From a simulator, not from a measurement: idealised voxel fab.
process module | voxel wiring stack
cross-section cut | 195 nm wide | cells 5 nm
A cross-section is a grid of square cells, given in bands from the top down. A band is one or more rows of cells.
Each band's line starts with the height of the band's top and of its bottom, in nm. Then come its materials from left to right, each with its width in nm. One material with "throughout" fills the band from edge to edge. "air" is empty space.
Height 0 is the level under which the wafer as received is all one material. The lowest band goes on downwards, as in "0 down".
A width such as "30 to 40" changes by the same amount from each row of cells to the next, from the band's top row to its bottom row.
"no change" after a step means that no cell of the cross-section changed.
closed voids: empty space of 8 cells or more with no open way to the top, each as width x height at its distance from the left edge, in nm
after a step's settings: what the simulator itself notes on the step
overlay nm, on a step with a mask: how far to the right of its planned place the mask lay; to the left if negative
plan
1 op RECEIVE | material Si
2 op CONFORMAL_DEP | material SiO2 | thk nm 10
3 op DIRECTIONAL_DEP | material TiN | thk nm 5
4 op DIRECTIONAL_DEP | material Ru | thk nm 20
5 op PATTERN | tone cover | mask id METAL_1 | material resist | width nm 30 | pitch nm 45 | thk nm 15 | overlay nm 0
6 op DIRECTIONAL_ETCH | etch materials Ru | depth nm 20
7 op DIRECTIONAL_ETCH | etch materials TiN | depth nm 5
8 op STRIP | etch materials resist
9 op FILL_DEP | material lowk | thk nm 10
10 op CMP | height nm 35
11 op CONFORMAL_DEP | material SiCN | thk nm 5
12 op DIRECTIONAL_DEP | material lowk | thk nm 20
13 op DIRECTIONAL_DEP | material aC | thk nm 15
14 op PATTERN | tone open | mask id PLUG_1 | material resist | width nm 15 | pitch nm 45 | thk nm 35 | overlay nm 0
15 op DIRECTIONAL_ETCH | etch materials aC | depth nm 15
16 op STRIP | etch materials resist
17 op DIRECTIONAL_ETCH | etch materials lowk | depth nm 20
18 op DIRECTIONAL_ETCH | etch materials SiCN | depth nm 5
19 op STRIP | etch materials aC
20 op CONFORMAL_DEP | material TiN | thk nm 5
21 op FILL_DEP | material Ru | thk nm 10
22 op CMP | height nm 60
23 op DIRECTIONAL_DEP | material TiN | thk nm 5
24 op DIRECTIONAL_DEP | material W | thk nm 15
25 op PATTERN | tone cover | mask id METAL_2 | material resist | width nm 30 | pitch nm 45 | thk nm 15 | overlay nm 0
26 op DIRECTIONAL_ETCH | etch materials W | depth nm 15
27 op DIRECTIONAL_ETCH | etch materials TiN | depth nm 5
28 op STRIP | etch materials resist
29 op FILL_DEP | material lowk | thk nm 10
30 op CMP | height nm 80
31 op CONFORMAL_DEP | material SiCN | thk nm 5
32 op DIRECTIONAL_DEP | material SiO2 | thk nm 35
33 op DIRECTIONAL_DEP | material aC | thk nm 10
34 op PATTERN | tone open | mask id METAL_3 | material resist | width nm 30 | pitch nm 45 | thk nm 30 | overlay nm 0
35 op DIRECTIONAL_ETCH | etch materials aC | depth nm 10
36 op STRIP | etch materials resist
37 op DIRECTIONAL_ETCH | etch materials SiO2 | depth nm 20
38 op STRIP | etch materials aC
39 op DIRECTIONAL_DEP | material aC | thk nm 15
40 op PATTERN | tone open | mask id METAL_3_HOLES | material resist | width nm 15 | pitch nm 90 | thk nm 30 | overlay nm 0
41 op DIRECTIONAL_ETCH | etch materials aC | depth nm 15
42 op STRIP | etch materials resist
43 op DIRECTIONAL_ETCH | etch materials SiO2 | depth nm 15
44 op DIRECTIONAL_ETCH | etch materials SiCN | depth nm 5
45 op STRIP | etch materials aC
46 op CONFORMAL_DEP | material TiN | thk nm 5
47 op FILL_DEP | material Ru | thk nm 5
48 op CMP | height nm 120
49 op CONFORMAL_DEP | material SiCN | thk nm 5
as received, after step 1
  0 down: Si throughout
  closed voids: none
first wafer at the end, as planned
  125 to 120: SiCN throughout
  120 to 105: SiO2 15 | TiN 5 | Ru 20 | TiN 5 | SiO2 15 | TiN 5 | Ru 20 | TiN 5 | SiO2 15 | TiN 5 | Ru 20 | TiN 5 | SiO2 15 | TiN 5 | Ru 20 | TiN 5 | SiO2 15
  105 to 100: SiO2 15 | TiN 5 | Ru 5 | TiN 20 | SiO2 15 | TiN 30 | SiO2 15 | TiN 5 | Ru 5 | TiN 20 | SiO2 15 | TiN 30 | SiO2 15
  100 to 85: SiO2 15 | TiN 5 | Ru 5 | TiN 5 | SiO2 75 | TiN 5 | Ru 5 | TiN 5 | SiO2 75
  85 to 80: SiCN 15 | TiN 15 | SiCN 75 | TiN 15 | SiCN 75
  80 to 65: lowk 15 | W 30 | lowk 15 | W 30 | lowk 15 | W 30 | lowk 15 | W 30 | lowk 15
  65 to 60: lowk 15 | TiN 30 | lowk 15 | TiN 30 | lowk 15 | TiN 30 | lowk 15 | TiN 30 | lowk 15
  60 to 40: lowk 15 | TiN 5 | Ru 5 | TiN 5 | lowk 30 | TiN 5 | Ru 5 | TiN 5 | lowk 30 | TiN 5 | Ru 5 | TiN 5 | lowk 30 | TiN 5 | Ru 5 | TiN 5 | lowk 30
  40 to 35: SiCN 15 | TiN 15 | SiCN 30 | TiN 15 | SiCN 30 | TiN 15 | SiCN 30 | TiN 15 | SiCN 30
  35 to 15: lowk 15 | Ru 30 | lowk 15 | Ru 30 | lowk 15 | Ru 30 | lowk 15 | Ru 30 | lowk 15
  15 to 10: lowk 15 | TiN 30 | lowk 15 | TiN 30 | lowk 15 | TiN 30 | lowk 15 | TiN 30 | lowk 15
  10 to 0: SiO2 throughout
  0 down: Si throughout
  closed voids: none
second wafer at the end: like start, like plan, one mistake
  125 to 120: SiCN throughout
  120 to 105: SiO2 15 | TiN 5 | Ru 20 | TiN 5 | SiO2 15 | TiN 5 | Ru 20 | TiN 5 | SiO2 15 | TiN 5 | Ru 20 | TiN 5 | SiO2 15 | TiN 5 | Ru 20 | TiN 5 | SiO2 15
  105 to 100: SiO2 15 | TiN 5 | Ru 5 | TiN 20 | SiO2 15 | TiN 30 | SiO2 15 | TiN 5 | Ru 5 | TiN 20 | SiO2 15 | TiN 30 | SiO2 15
  100 to 85: SiO2 15 | TiN 5 | Ru 5 | TiN 5 | SiO2 75 | TiN 5 | Ru 5 | TiN 5 | SiO2 75
  85 to 80: SiCN 15 | TiN 15 | SiCN 75 | TiN 15 | SiCN 75
  80 to 65: lowk 20 | W 25 | lowk 20 | W 25 | lowk 20 | W 25 | lowk 20 | W 25 | lowk 15
  65 to 60: lowk 20 | TiN 25 | lowk 20 | TiN 25 | lowk 20 | TiN 25 | lowk 20 | TiN 25 | lowk 15
  60 to 40: lowk 15 | TiN 5 | Ru 5 | TiN 5 | lowk 30 | TiN 5 | Ru 5 | TiN 5 | lowk 30 | TiN 5 | Ru 5 | TiN 5 | lowk 30 | TiN 5 | Ru 5 | TiN 5 | lowk 30
  40 to 35: SiCN 15 | TiN 15 | SiCN 30 | TiN 15 | SiCN 30 | TiN 15 | SiCN 30 | TiN 15 | SiCN 30
  35 to 15: lowk 15 | Ru 30 | lowk 15 | Ru 30 | lowk 15 | Ru 30 | lowk 15 | Ru 30 | lowk 15
  15 to 10: lowk 15 | TiN 30 | lowk 15 | TiN 30 | lowk 15 | TiN 30 | lowk 15 | TiN 30 | lowk 15
  10 to 0: SiO2 throughout
  0 down: Si throughout
  closed voids: none
what went wrong: step 25 ran as: op PATTERN | tone cover | mask id METAL_2 | material resist | width nm 25 | pitch nm 45 | thk nm 15 | overlay nm 0
at the end the second wafer has, in cells: 4 fewer of TiN | 12 fewer of W | 16 more of lowk
